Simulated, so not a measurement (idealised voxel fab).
The name of this process module is voxel trench capacitor.
We display cut, a cross-section 265 nm in width whose square cells are each 5 nm.
Just so we're on the same page, the cross-sections are grids of square cells, and they're listed out in bands top to bottom, each band one or more rows deep. Read a band's entry like this: the first values are the height of its top and the height of its bottom in nm, and what follows is the sequence of materials from left to right, each with its width in nm. Note that "blank" is empty space, and that a single material marked "everywhere" reaches across the band from edge to edge. Note: height 0 marks the level under which the wafer is uniformly one material as received. Lowest band unbounded below, written "0 -> down". When a width is written as two numbers, as in "30..40", the first number is the width in the top row of cells of the band and the second is the width in its bottom row, and the width changes by the same amount from each row to the next. "remains unaltered" means the step left every cell of the cross-section as it was. "Fully enclosed voids" specifies each empty space that is not open to the top and that occupies no fewer than 8 cells, using the form width x height at distance, the distance measured from the left edge and all three quantities in nm. If you see something after the settings on a step's line, that's the simulator's own remark about that step. What "overlay nm" on a step's line means: if the step has a mask, that mask lay this far to the right of its planned place, or, when the value is negative, to the left.
[The process steps that were planned are listed below]
step 1: RECEIVE: material Si
step 2: CONFORMAL_DEP: material SiN, thk nm 5
step 3: MASKED_ETCH: tone open, mask id TRENCH, width nm 25, pitch nm 45, etch materials SiN, depth nm 5, overlay nm 0
step 4: MASKED_ETCH: tone open, mask id TRENCH, width nm 25, pitch nm 45, etch materials Si, depth nm 30, overlay nm 0
step 5: CONFORMAL_DEP: material HfO2, thk nm 5
step 6: CONFORMAL_DEP: material TiN, thk nm 5
step 7: FILL_DEP: material W, thk nm 5
step 8: CMP: height nm 5
[Below: the first of two wafers, run as planned]
[Cross-section: wafer on arrival = after step 1]
    0 -> down = Si everywhere
    Fully enclosed voids: none
[So this is the wafer cross-section right after step 2]
    5 -> 0 = SiN everywhere
    Everything under 0 stays put, no change at all.
[So this is the wafer cross-section right after step 3]
    5 -> 0 = SiN 75; blank 25; SiN 20; blank 25; SiN 20; blank 25; SiN 75
    Everything under 0 stays put, no change at all.
[So this is the wafer cross-section right after step 4]
    5 -> 0 = SiN 75; blank 25; SiN 20; blank 25; SiN 20; blank 25; SiN 75
    0 -> -30 = Si 75; blank 25; Si 20; blank 25; Si 20; blank 25; Si 75
    Everything under -30 stays put, no change at all.
[So this is the wafer cross-section right after step 5]
    10 -> 5 = HfO2 80; blank 15; HfO2 30; blank 15; HfO2 30; blank 15; HfO2 80
    5 -> 0 = SiN 75; HfO2 5; blank 15; HfO2 5; SiN 20; HfO2 5; blank 15; HfO2 5; SiN 20; HfO2 5; blank 15; HfO2 5; SiN 75
    0 -> -25 = Si 75; HfO2 5; blank 15; HfO2 5; Si 20; HfO2 5; blank 15; HfO2 5; Si 20; HfO2 5; blank 15; HfO2 5; Si 75
    -25 -> -30 = Si 75; HfO2 25; Si 20; HfO2 25; Si 20; HfO2 25; Si 75
    Everything under -30 stays put, no change at all.
[So this is the wafer cross-section right after step 6]
    15 -> 10 = TiN 85; blank 5; TiN 40; blank 5; TiN 40; blank 5; TiN 85
    10 -> 5 = HfO2 80; TiN 5; blank 5; TiN 5; HfO2 30; TiN 5; blank 5; TiN 5; HfO2 30; TiN 5; blank 5; TiN 5; HfO2 80
    5 -> 0 = SiN 75; HfO2 5; TiN 5; blank 5; TiN 5; HfO2 5; SiN 20; HfO2 5; TiN 5; blank 5; TiN 5; HfO2 5; SiN 20; HfO2 5; TiN 5; blank 5; TiN 5; HfO2 5; SiN 75
    0 -> -20 = Si 75; HfO2 5; TiN 5; blank 5; TiN 5; HfO2 5; Si 20; HfO2 5; TiN 5; blank 5; TiN 5; HfO2 5; Si 20; HfO2 5; TiN 5; blank 5; TiN 5; HfO2 5; Si 75
    -20 -> -25 = Si 75; HfO2 5; TiN 15; HfO2 5; Si 20; HfO2 5; TiN 15; HfO2 5; Si 20; HfO2 5; TiN 15; HfO2 5; Si 75
    Everything under -25 stays put, no change at all.
[So this is the wafer cross-section right after step 7]
    20 -> 15 = W everywhere
    15 -> 10 = TiN 85; W 5; TiN 40; W 5; TiN 40; W 5; TiN 85
    10 -> 5 = HfO2 80; TiN 5; W 5; TiN 5; HfO2 30; TiN 5; W 5; TiN 5; HfO2 30; TiN 5; W 5; TiN 5; HfO2 80
    5 -> 0 = SiN 75; HfO2 5; TiN 5; W 5; TiN 5; HfO2 5; SiN 20; HfO2 5; TiN 5; W 5; TiN 5; HfO2 5; SiN 20; HfO2 5; TiN 5; W 5; TiN 5; HfO2 5; SiN 75
    0 -> -20 = Si 75; HfO2 5; TiN 5; W 5; TiN 5; HfO2 5; Si 20; HfO2 5; TiN 5; W 5; TiN 5; HfO2 5; Si 20; HfO2 5; TiN 5; W 5; TiN 5; HfO2 5; Si 75
    Everything under -20 stays put, no change at all.
[So this is the wafer cross-section right after step 8]
    5 -> 0 = SiN 75; HfO2 5; TiN 5; W 5; TiN 5; HfO2 5; SiN 20; HfO2 5; TiN 5; W 5; TiN 5; HfO2 5; SiN 20; HfO2 5; TiN 5; W 5; TiN 5; HfO2 5; SiN 75
    Everything under 0 stays put, no change at all.
[Okay, second wafer. Nothing different at the start, nothing different in the plan, just one mistake somewhere in the running. As far as step 4, counting that step, it's the first wafer all over again]
Second wafer profile in section, at the moment step 5 of the plan was meant to be complete: remains unaltered
[Second wafer profile in section, at the moment step 6 of the plan was meant to be complete]
    10 -> 5 = TiN 80; blank 15; TiN 30; blank 15; TiN 30; blank 15; TiN 80
    5 -> 0 = SiN 75; TiN 5; blank 15; TiN 5; SiN 20; TiN 5; blank 15; TiN 5; SiN 20; TiN 5; blank 15; TiN 5; SiN 75
    0 -> -25 = Si 75; TiN 5; blank 15; TiN 5; Si 20; TiN 5; blank 15; TiN 5; Si 20; TiN 5; blank 15; TiN 5; Si 75
    -25 -> -30 = Si 75; TiN 25; Si 20; TiN 25; Si 20; TiN 25; Si 75
    Everything under -30 stays put, no change at all.
[Second wafer profile in section, at the moment step 7 of the plan was meant to be complete]
    15 -> 10 = W everywhere
    10 -> 5 = TiN 80; W 15; TiN 30; W 15; TiN 30; W 15; TiN 80
    5 -> 0 = SiN 75; TiN 5; W 15; TiN 5; SiN 20; TiN 5; W 15; TiN 5; SiN 20; TiN 5; W 15; TiN 5; SiN 75
    0 -> -25 = Si 75; TiN 5; W 15; TiN 5; Si 20; TiN 5; W 15; TiN 5; Si 20; TiN 5; W 15; TiN 5; Si 75
    Everything under -25 stays put, no change at all.
[Second wafer profile in section, at the moment step 8 of the plan was meant to be complete]
    5 -> 0 = SiN 75; TiN 5; W 15; TiN 5; SiN 20; TiN 5; W 15; TiN 5; SiN 20; TiN 5; W 15; TiN 5; SiN 75
    Everything under 0 stays put, no change at all.
Want to know what went wrong? plan step 5: skipped, not run
Bottom line after processing is that, in cells, the second wafer is up or down on some materials versus the first: -51 HfO2 | +12 TiN | +39 W
